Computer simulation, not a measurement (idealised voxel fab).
This is a process module. Its name is voxel trench capacitor.
280 nm wide, 5 nm square cells: that's cross-section cut.
Think of the cross-section as a grid of square cells. We describe it in bands, top to bottom, and each band covers one or more rows of those cells.
Band: top and bottom heights (nm) first, top before bottom; then materials from left to right, widths in nm. "throughout" marks a sole material filling the band edge to edge. "air" denotes empty space.
Heights are reckoned from 0. Under this level, the received wafer is all of one material. The bottommost band is open-ended downward, for example "0 -> down".
Read "30..40" as a graded width: first number on top, second number at the bottom, same change between each pair of neighbouring rows.
Where a step carries "no modification", the cross-section came out of it unchanged, cell for cell.
Heads up: "Enclosed void inventory" only lists the empty pockets with no open path to the top that are 8 cells or more, and it writes them as width x height at distance, distance from the left edge, in nm.
Note: text after step settings on the step line = simulator remark on that step.
A step's line can hold "overlay nm"; with a mask on that step, the setting says how far right of the planned place the mask lay, while a negative setting says it lay to the left.
These are the steps we planned for the process:
| 1 | RECEIVE [material Si] |
| 2 | CONFORMAL_DEP [material SiN] [thk nm 10] |
| 3 | PATTERN [tone open] [mask id TRENCH] [material resist] [width nm 25] [pitch nm 45] [thk nm 15] [overlay nm 0] |
| 4 | DIRECTIONAL_ETCH [etch materials SiN] [depth nm 10] |
| 5 | DIRECTIONAL_ETCH [etch materials Si] [depth nm 35] |
| 6 | STRIP [etch materials resist] |
| 7 | CONFORMAL_DEP [material Al2O3] [thk nm 5] |
| 8 | FILL_DEP [material polySi] [thk nm 10] |
| 9 | CMP [height nm 10] |
The first of two wafers, run as planned:
Cross-section, incoming material, after step 1:
- 0 -> down: Si throughout
- Enclosed void inventory: none
Upon completion of step 2, the wafer appears in cross-section as shown:
- 10 -> 0: SiN throughout
- Whatever lies below 0 is exactly as it was before.
Upon completion of step 3, the wafer appears in cross-section as shown:
- 25 -> 10: resist: 60 / air: 25 / resist: 20 / air: 25 / resist: 20 / air: 25 / resist: 20 / air: 25 / resist: 60
- Whatever lies below 10 is exactly as it was before.
Upon completion of step 4, the wafer appears in cross-section as shown:
- 25 -> 10: resist: 60 / air: 25 / resist: 20 / air: 25 / resist: 20 / air: 25 / resist: 20 / air: 25 / resist: 60
- 10 -> 0: SiN: 60 / air: 25 / SiN: 20 / air: 25 / SiN: 20 / air: 25 / SiN: 20 / air: 25 / SiN: 60
- Whatever lies below 0 is exactly as it was before.
Upon completion of step 5, the wafer appears in cross-section as shown:
- 25 -> 10: resist: 60 / air: 25 / resist: 20 / air: 25 / resist: 20 / air: 25 / resist: 20 / air: 25 / resist: 60
- 10 -> 0: SiN: 60 / air: 25 / SiN: 20 / air: 25 / SiN: 20 / air: 25 / SiN: 20 / air: 25 / SiN: 60
- 0 -> -35: Si: 60 / air: 25 / Si: 20 / air: 25 / Si: 20 / air: 25 / Si: 20 / air: 25 / Si: 60
- Whatever lies below -35 is exactly as it was before.
Upon completion of step 6, the wafer appears in cross-section as shown:
- 10 -> 0: SiN: 60 / air: 25 / SiN: 20 / air: 25 / SiN: 20 / air: 25 / SiN: 20 / air: 25 / SiN: 60
- Whatever lies below 0 is exactly as it was before.
Upon completion of step 7, the wafer appears in cross-section as shown:
- 15 -> 10: Al2O3: 65 / air: 15 / Al2O3: 30 / air: 15 / Al2O3: 30 / air: 15 / Al2O3: 30 / air: 15 / Al2O3: 65
- 10 -> 0: SiN: 60 / Al2O3: 5 / air: 15 / Al2O3: 5 / SiN: 20 / Al2O3: 5 / air: 15 / Al2O3: 5 / SiN: 20 / Al2O3: 5 / air: 15 / Al2O3: 5 / SiN: 20 / Al2O3: 5 / air: 15 / Al2O3: 5 / SiN: 60
- 0 -> -30: Si: 60 / Al2O3: 5 / air: 15 / Al2O3: 5 / Si: 20 / Al2O3: 5 / air: 15 / Al2O3: 5 / Si: 20 / Al2O3: 5 / air: 15 / Al2O3: 5 / Si: 20 / Al2O3: 5 / air: 15 / Al2O3: 5 / Si: 60
- -30 -> -35: Si: 60 / Al2O3: 25 / Si: 20 / Al2O3: 25 / Si: 20 / Al2O3: 25 / Si: 20 / Al2O3: 25 / Si: 60
- Whatever lies below -35 is exactly as it was before.
Upon completion of step 8, the wafer appears in cross-section as shown:
- 25 -> 15: polySi throughout
- 15 -> 10: Al2O3: 65 / polySi: 15 / Al2O3: 30 / polySi: 15 / Al2O3: 30 / polySi: 15 / Al2O3: 30 / polySi: 15 / Al2O3: 65
- 10 -> 0: SiN: 60 / Al2O3: 5 / polySi: 15 / Al2O3: 5 / SiN: 20 / Al2O3: 5 / polySi: 15 / Al2O3: 5 / SiN: 20 / Al2O3: 5 / polySi: 15 / Al2O3: 5 / SiN: 20 / Al2O3: 5 / polySi: 15 / Al2O3: 5 / SiN: 60
- 0 -> -30: Si: 60 / Al2O3: 5 / polySi: 15 / Al2O3: 5 / Si: 20 / Al2O3: 5 / polySi: 15 / Al2O3: 5 / Si: 20 / Al2O3: 5 / polySi: 15 / Al2O3: 5 / Si: 20 / Al2O3: 5 / polySi: 15 / Al2O3: 5 / Si: 60
- Whatever lies below -30 is exactly as it was before.
Upon completion of step 9, the wafer appears in cross-section as shown:
- 10 -> 0: SiN: 60 / Al2O3: 5 / polySi: 15 / Al2O3: 5 / SiN: 20 / Al2O3: 5 / polySi: 15 / Al2O3: 5 / SiN: 20 / Al2O3: 5 / polySi: 15 / Al2O3: 5 / SiN: 20 / Al2O3: 5 / polySi: 15 / Al2O3: 5 / SiN: 60
- Whatever lies below 0 is exactly as it was before.
The Second Wafer: Common Origin and Plan, One Mistake in Execution, Identical to the First Through Step 4:
Second wafer, cross-section, planned end of step 5:
- 25 -> 10: resist: 60 / air: 25 / resist: 20 / air: 25 / resist: 20 / air: 25 / resist: 20 / air: 25 / resist: 60
- 10 -> 0: SiN: 60 / air: 25 / SiN: 20 / air: 25 / SiN: 20 / air: 25 / SiN: 20 / air: 25 / SiN: 60
- 0 -> -70: Si: 60 / air: 25 / Si: 20 / air: 25 / Si: 20 / air: 25 / Si: 20 / air: 25 / Si: 60
- Whatever lies below -70 is exactly as it was before.
Second wafer, cross-section, planned end of step 6:
- 10 -> 0: SiN: 60 / air: 25 / SiN: 20 / air: 25 / SiN: 20 / air: 25 / SiN: 20 / air: 25 / SiN: 60
- Whatever lies below 0 is exactly as it was before.
Second wafer, cross-section, planned end of step 7:
- 15 -> 10: Al2O3: 65 / air: 15 / Al2O3: 30 / air: 15 / Al2O3: 30 / air: 15 / Al2O3: 30 / air: 15 / Al2O3: 65
- 10 -> 0: SiN: 60 / Al2O3: 5 / air: 15 / Al2O3: 5 / SiN: 20 / Al2O3: 5 / air: 15 / Al2O3: 5 / SiN: 20 / Al2O3: 5 / air: 15 / Al2O3: 5 / SiN: 20 / Al2O3: 5 / air: 15 / Al2O3: 5 / SiN: 60
- 0 -> -65: Si: 60 / Al2O3: 5 / air: 15 / Al2O3: 5 / Si: 20 / Al2O3: 5 / air: 15 / Al2O3: 5 / Si: 20 / Al2O3: 5 / air: 15 / Al2O3: 5 / Si: 20 / Al2O3: 5 / air: 15 / Al2O3: 5 / Si: 60
- -65 -> -70: Si: 60 / Al2O3: 25 / Si: 20 / Al2O3: 25 / Si: 20 / Al2O3: 25 / Si: 20 / Al2O3: 25 / Si: 60
- Whatever lies below -70 is exactly as it was before.
Second wafer, cross-section, planned end of step 8:
- 25 -> 15: polySi throughout
- 15 -> 10: Al2O3: 65 / polySi: 15 / Al2O3: 30 / polySi: 15 / Al2O3: 30 / polySi: 15 / Al2O3: 30 / polySi: 15 / Al2O3: 65
- 10 -> 0: SiN: 60 / Al2O3: 5 / polySi: 15 / Al2O3: 5 / SiN: 20 / Al2O3: 5 / polySi: 15 / Al2O3: 5 / SiN: 20 / Al2O3: 5 / polySi: 15 / Al2O3: 5 / SiN: 20 / Al2O3: 5 / polySi: 15 / Al2O3: 5 / SiN: 60
- 0 -> -65: Si: 60 / Al2O3: 5 / polySi: 15 / Al2O3: 5 / Si: 20 / Al2O3: 5 / polySi: 15 / Al2O3: 5 / Si: 20 / Al2O3: 5 / polySi: 15 / Al2O3: 5 / Si: 20 / Al2O3: 5 / polySi: 15 / Al2O3: 5 / Si: 60
- Whatever lies below -65 is exactly as it was before.
Second wafer, cross-section, planned end of step 9:
- 10 -> 0: SiN: 60 / Al2O3: 5 / polySi: 15 / Al2O3: 5 / SiN: 20 / Al2O3: 5 / polySi: 15 / Al2O3: 5 / SiN: 20 / Al2O3: 5 / polySi: 15 / Al2O3: 5 / SiN: 20 / Al2O3: 5 / polySi: 15 / Al2O3: 5 / SiN: 60
- Whatever lies below 0 is exactly as it was before.
Against the plan, the run slipped here: plan step 5 ran twice
Final wafer comparison in cells, second versus first, more or fewer per material: Al2O3 +56 | Si -140 | polySi +84
